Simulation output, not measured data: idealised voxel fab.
Process module under the name voxel wiring stack
The cross-section on display is named cut; it measures 260 nm wide, and its cells are 5 nm squares.
Square cells in a grid make up a cross-section in this document, and the grid is given as bands, listed from the top down, each one or more rows of cells.
What a band's entry tells you: where the top is and where the bottom is, as heights in nm, and after that what lies inside, material by material from left to right, each with its width in nm. Empty space is written as the word "air", and a single material marked with the word "full width" occupies the band from edge to edge.
For the purposes of this specification, 0 denotes the height below which the wafer in its as-received condition is composed wholly of one material, and the lowermost band, lacking a lower limit, extends downward without end, as expressed in "from 0 down".
With a width like "30..40", each row of cells in the band differs from the next by the same amount, the top row carrying the first number and the bottom row the second.
Where the words "all unchanged" appear for a step, the cross-section shows no cell changed by that step; every cell remained as before.
Each empty space that has no open way to the top and spans at least 8 cells appears under "Entrapped void list" as width x height at distance, the distance counted from the left edge, all in nm.
It should be noted that, on the line of a given step, the content following the step's settings is a remark produced by the simulator itself with respect to that step.
overlay nm: where the mask lay relative to plan, measured to the right, on steps with a mask; negatives go left.

Below is the list of planned process steps:
- 1: RECEIVE: material Si
- 2: CONFORMAL_DEP: material SiO2, thk nm 15
- 3: CONFORMAL_DEP: material SiN, thk nm 5
- 4: DIRECTIONAL_DEP: material lowk, thk nm 25
- 5: DIRECTIONAL_DEP: material aC, thk nm 10
- 6: PATTERN: tone open, mask id METAL_1, material resist, width nm 25, pitch nm 40, thk nm 30, overlay nm 0
- 7: DIRECTIONAL_ETCH: etch materials aC, depth nm 10
- 8: STRIP: etch materials resist
- 9: DIRECTIONAL_ETCH: etch materials lowk, depth nm 25
- 10: DIRECTIONAL_ETCH: etch materials SiN, depth nm 5
- 11: STRIP: etch materials aC
- 12: CONFORMAL_DEP: material TiN, thk nm 5
- 13: FILL_DEP: material Ru, thk nm 10
- 14: CMP: height nm 45
- 15: EPI: material Ru, thk nm 5
- 16: FILL_DEP: material SiCN, thk nm 5
- 17: DIRECTIONAL_DEP: material lowk, thk nm 30
- 18: DIRECTIONAL_DEP: material aC, thk nm 10
- 19: PATTERN: tone open, mask id METAL_2_HOLES, material resist, width nm 15, pitch nm 40, thk nm 25, overlay nm 0
- 20: DIRECTIONAL_ETCH: etch materials aC, depth nm 10
- 21: STRIP: etch materials resist
- 22: DIRECTIONAL_ETCH: etch materials lowk, depth nm 30
- 23: STRIP: etch materials aC
- 24: PATTERN: tone open, mask id METAL_2, material resist, width nm 25, pitch nm 40, thk nm 15, overlay nm 0
- 25: DIRECTIONAL_ETCH: etch materials lowk, depth nm 15
- 26: DIRECTIONAL_ETCH: etch materials SiCN, depth nm 5
- 27: STRIP: etch materials resist
- 28: CONFORMAL_DEP: material TiN, thk nm 5
- 29: FILL_DEP: material Cu, thk nm 5
- 30: CMP: height nm 85
- 31: CONFORMAL_DEP: material SiN, thk nm 5

Incoming wafer, cross-sectional view, post step 1:
- from 0 down = Si full width
- Entrapped void list: none

First of two wafers: cross-section at end of module, run per plan:
- from 90 to 85 = SiN full width
- from 85 to 75 = lowk (55) | TiN (5) | Cu (15) | TiN (5) | lowk (15) | TiN (5) | Cu (15) | TiN (5) | lowk (15) | TiN (5) | Cu (15) | TiN (5) | lowk (15) | TiN (5) | Cu (15) | TiN (5) | lowk (60)
- from 75 to 70 = lowk (55) | TiN (5) | Cu (5) | TiN (15) | lowk (15) | TiN (5) | Cu (5) | TiN (15) | lowk (15) | TiN (5) | Cu (5) | TiN (15) | lowk (15) | TiN (5) | Cu (5) | TiN (15) | lowk (60)
- from 70 to 55 = lowk (55) | TiN (5) | Cu (5) | TiN (5) | lowk (25) | TiN (5) | Cu (5) | TiN (5) | lowk (25) | TiN (5) | Cu (5) | TiN (5) | lowk (25) | TiN (5) | Cu (5) | TiN (5) | lowk (70)
- from 55 to 50 = SiCN (55) | TiN (15) | SiCN (25) | TiN (15) | SiCN (25) | TiN (15) | SiCN (25) | TiN (15) | SiCN (70)
- from 50 to 45 = SiCN (50) | Ru (35) | SiCN (5) | Ru (35) | SiCN (5) | Ru (35) | SiCN (5) | Ru (35) | SiCN (55)
- from 45 to 20 = lowk (55) | TiN (5) | Ru (15) | TiN (5) | lowk (15) | TiN (5) | Ru (15) | TiN (5) | lowk (15) | TiN (5) | Ru (15) | TiN (5) | lowk (15) | TiN (5) | Ru (15) | TiN (5) | lowk (60)
- from 20 to 15 = SiN (55) | TiN (25) | SiN (15) | TiN (25) | SiN (15) | TiN (25) | SiN (15) | TiN (25) | SiN (60)
- from 15 to 0 = SiO2 full width
- from 0 down = Si full width
- Entrapped void list: none

Cross-section of the latter of the two wafers at module completion. It had an identical start and an identical plan to the former; in running it, one mistake was made:
- from 90 to 85 = SiN full width
- from 85 to 75 = lowk (55) | TiN (5) | Cu (25) | TiN (5) | lowk (5) | TiN (5) | Cu (25) | TiN (5) | lowk (5) | TiN (5) | Cu (25) | TiN (5) | lowk (5) | TiN (5) | Cu (25) | TiN (5) | lowk (50)
- from 75 to 70 = lowk (55) | TiN (5) | Cu (5) | TiN (25) | lowk (5) | TiN (5) | Cu (5) | TiN (25) | lowk (5) | TiN (5) | Cu (5) | TiN (25) | lowk (5) | TiN (5) | Cu (5) | TiN (25) | lowk (50)
- from 70 to 60 = lowk (55) | TiN (5) | Cu (5) | TiN (5) | lowk (25) | TiN (5) | Cu (5) | TiN (5) | lowk (25) | TiN (5) | Cu (5) | TiN (5) | lowk (25) | TiN (5) | Cu (5) | TiN (5) | lowk (70)
- from 60 to 55 = lowk (55) | TiN (15) | lowk (25) | TiN (15) | lowk (25) | TiN (15) | lowk (25) | TiN (15) | lowk (70)
- from 55 to 50 = SiCN (65) | TiN (5) | SiCN (35) | TiN (5) | SiCN (35) | TiN (5) | SiCN (35) | TiN (5) | SiCN (70)
- from 50 to 45 = SiCN (50) | Ru (35) | SiCN (5) | Ru (35) | SiCN (5) | Ru (35) | SiCN (5) | Ru (35) | SiCN (55)
- from 45 to 20 = lowk (55) | TiN (5) | Ru (15) | TiN (5) | lowk (15) | TiN (5) | Ru (15) | TiN (5) | lowk (15) | TiN (5) | Ru (15) | TiN (5) | lowk (15) | TiN (5) | Ru (15) | TiN (5) | lowk (60)
- from 20 to 15 = SiN (55) | TiN (25) | SiN (15) | TiN (25) | SiN (15) | TiN (25) | SiN (15) | TiN (25) | SiN (60)
- from 15 to 0 = SiO2 full width
- from 0 down = Si full width
- Entrapped void list: none
Nonconformance to the process plan: step 24 was not run as planned; what actually ran was PATTERN: tone open, mask id METAL_2, material resist, width nm 25, pitch nm 40, thk nm 15, overlay nm 10
Final wafer comparison in cells, second versus first, more or fewer per material: 12 more of Cu, 8 more of SiCN, 4 more of TiN, 24 fewer of lowk
